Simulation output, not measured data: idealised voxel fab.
This is a process module. Its name is voxel tone inversion.
Square cell edge 5 nm, section width 230 nm, ID cut.
Notation: cross-section as square-cell grid; stated in bands, top first, going down; one or more cell rows per band. Basically the band line says how high the top is and how high the bottom is, in nm, and then what's in it from left to right, every material with its width in nm. Empty space shows up as "blank", and if a single material carries "edge to edge" it runs the full band edge to edge. Height datum 0, below which the as-received substrate wafer is one material. Lowest band open at the bottom, running downward: "from 0 down". Width: "30..40" (first number = top row, second number = bottom row, same change from row to row of cells). Where the words "nothing got changed" appear for a step, the cross-section shows no cell changed by that step; every cell remained as before. For the entry "Closed empty spaces", the listed items are empty spaces with no open way to the top whose size is 8 cells or more; each item follows the pattern width x height at distance, where distance is from the left edge and all three are in nm. Step line, after settings: the simulator's comment on this step. What "overlay nm" on a step's line means: if the step has a mask, that mask lay this far to the right of its planned place, or, when the value is negative, to the left.
The steps planned for the process are as follows
step 1: RECEIVE | material Si
step 2: CONFORMAL_DEP | material SiCN | thk nm 10
step 3: DIRECTIONAL_DEP | material polySi | thk nm 20
step 4: PATTERN | tone cover | mask id POSTS | material resist | width nm 15 | pitch nm 40 | thk nm 30 | overlay nm 0
step 5: DIRECTIONAL_ETCH | etch materials polySi | depth nm 20
step 6: STRIP | etch materials resist
step 7: FILL_DEP | material lowk | thk nm 10
step 8: CMP | height nm 30
step 9: STRIP | etch materials polySi
step 10: CONFORMAL_DEP | material TiN | thk nm 5
step 11: FILL_DEP | material Ru | thk nm 10
step 12: CMP | height nm 30
step 13: CONFORMAL_DEP | material SiN | thk nm 5
On the first of the two wafers: run conducted according to plan
The cross-section here shows the wafer as received, i.e. in its state after step 1
> from 0 down = Si edge to edge
> Closed empty spaces: none
Cross-section of the wafer after step 2
> from 10 to 0 = SiCN edge to edge
> Note: structure below 0 unchanged.
Cross-section of the wafer after step 3
> from 30 to 10 = polySi edge to edge
> Note: structure below 10 unchanged.
Cross-section of the wafer after step 4
> from 60 to 30 = 65 blank; 15 resist; 25 blank; 15 resist; 25 blank; 15 resist; 70 blank
> Note: structure below 30 unchanged.
Cross-section of the wafer after step 5
> from 60 to 30 = 65 blank; 15 resist; 25 blank; 15 resist; 25 blank; 15 resist; 70 blank
> from 30 to 10 = 65 blank; 15 polySi; 25 blank; 15 polySi; 25 blank; 15 polySi; 70 blank
> Note: structure below 10 unchanged.
Cross-section of the wafer after step 6
> from 30 to 10 = 65 blank; 15 polySi; 25 blank; 15 polySi; 25 blank; 15 polySi; 70 blank
> Note: structure below 10 unchanged.
Cross-section of the wafer after step 7
> from 40 to 30 = lowk edge to edge
> from 30 to 10 = 65 lowk; 15 polySi; 25 lowk; 15 polySi; 25 lowk; 15 polySi; 70 lowk
> Note: structure below 10 unchanged.
Cross-section of the wafer after step 8
> from 30 to 10 = 65 lowk; 15 polySi; 25 lowk; 15 polySi; 25 lowk; 15 polySi; 70 lowk
> Note: structure below 10 unchanged.
Cross-section of the wafer after step 9
> from 30 to 10 = 65 lowk; 15 blank; 25 lowk; 15 blank; 25 lowk; 15 blank; 70 lowk
> Note: structure below 10 unchanged.
Cross-section of the wafer after step 10
> from 35 to 30 = 70 TiN; 5 blank; 35 TiN; 5 blank; 35 TiN; 5 blank; 75 TiN
> from 30 to 15 = 65 lowk; 5 TiN; 5 blank; 5 TiN; 25 lowk; 5 TiN; 5 blank; 5 TiN; 25 lowk; 5 TiN; 5 blank; 5 TiN; 70 lowk
> from 15 to 10 = 65 lowk; 15 TiN; 25 lowk; 15 TiN; 25 lowk; 15 TiN; 70 lowk
> Note: structure below 10 unchanged.
Cross-section of the wafer after step 11
> from 45 to 35 = Ru edge to edge
> from 35 to 30 = 70 TiN; 5 Ru; 35 TiN; 5 Ru; 35 TiN; 5 Ru; 75 TiN
> from 30 to 15 = 65 lowk; 5 TiN; 5 Ru; 5 TiN; 25 lowk; 5 TiN; 5 Ru; 5 TiN; 25 lowk; 5 TiN; 5 Ru; 5 TiN; 70 lowk
> Note: structure below 15 unchanged.
Cross-section of the wafer after step 12
> from 30 to 15 = 65 lowk; 5 TiN; 5 Ru; 5 TiN; 25 lowk; 5 TiN; 5 Ru; 5 TiN; 25 lowk; 5 TiN; 5 Ru; 5 TiN; 70 lowk
> Note: structure below 15 unchanged.
Cross-section of the wafer after step 13
> from 35 to 30 = SiN edge to edge
> Note: structure below 30 unchanged.
The second wafer was prepared from the same starting point and under the same plan as the first; its processing contained one mistake, and it remains indistinguishable from the first wafer up to and including step 3
Second wafer, sectioned view, at step 4's planned end time
> from 60 to 30 = 55 blank; 15 resist; 25 blank; 15 resist; 25 blank; 15 resist; 80 blank
> Note: structure below 30 unchanged.
Second wafer, sectioned view, at step 5's planned end time
> from 60 to 30 = 55 blank; 15 resist; 25 blank; 15 resist; 25 blank; 15 resist; 80 blank
> from 30 to 10 = 55 blank; 15 polySi; 25 blank; 15 polySi; 25 blank; 15 polySi; 80 blank
> Note: structure below 10 unchanged.
Second wafer, sectioned view, at step 6's planned end time
> from 30 to 10 = 55 blank; 15 polySi; 25 blank; 15 polySi; 25 blank; 15 polySi; 80 blank
> Note: structure below 10 unchanged.
Second wafer, sectioned view, at step 7's planned end time
> from 40 to 30 = lowk edge to edge
> from 30 to 10 = 55 lowk; 15 polySi; 25 lowk; 15 polySi; 25 lowk; 15 polySi; 80 lowk
> Note: structure below 10 unchanged.
Second wafer, sectioned view, at step 8's planned end time
> from 30 to 10 = 55 lowk; 15 polySi; 25 lowk; 15 polySi; 25 lowk; 15 polySi; 80 lowk
> Note: structure below 10 unchanged.
Second wafer, sectioned view, at step 9's planned end time
> from 30 to 10 = 55 lowk; 15 blank; 25 lowk; 15 blank; 25 lowk; 15 blank; 80 lowk
> Note: structure below 10 unchanged.
Second wafer, sectioned view, at step 10's planned end time
> from 35 to 30 = 60 TiN; 5 blank; 35 TiN; 5 blank; 35 TiN; 5 blank; 85 TiN
> from 30 to 15 = 55 lowk; 5 TiN; 5 blank; 5 TiN; 25 lowk; 5 TiN; 5 blank; 5 TiN; 25 lowk; 5 TiN; 5 blank; 5 TiN; 80 lowk
> from 15 to 10 = 55 lowk; 15 TiN; 25 lowk; 15 TiN; 25 lowk; 15 TiN; 80 lowk
> Note: structure below 10 unchanged.
Second wafer, sectioned view, at step 11's planned end time
> from 45 to 35 = Ru edge to edge
> from 35 to 30 = 60 TiN; 5 Ru; 35 TiN; 5 Ru; 35 TiN; 5 Ru; 85 TiN
> from 30 to 15 = 55 lowk; 5 TiN; 5 Ru; 5 TiN; 25 lowk; 5 TiN; 5 Ru; 5 TiN; 25 lowk; 5 TiN; 5 Ru; 5 TiN; 80 lowk
> Note: structure below 15 unchanged.
Second wafer, sectioned view, at step 12's planned end time
> from 30 to 15 = 55 lowk; 5 TiN; 5 Ru; 5 TiN; 25 lowk; 5 TiN; 5 Ru; 5 TiN; 25 lowk; 5 TiN; 5 Ru; 5 TiN; 80 lowk
> Note: structure below 15 unchanged.
Second wafer, sectioned view, at step 13's planned end time
> from 35 to 30 = SiN edge to edge
> Note: structure below 30 unchanged.
Deviation noted in wafer processing: for step 4, the planned setting was not used; the step was instead run as PATTERN | tone cover | mask id POSTS | material resist | width nm 15 | pitch nm 40 | thk nm 30 | overlay nm -10
at the end the second wafer has, in cells: as many of each material as the first, in other places
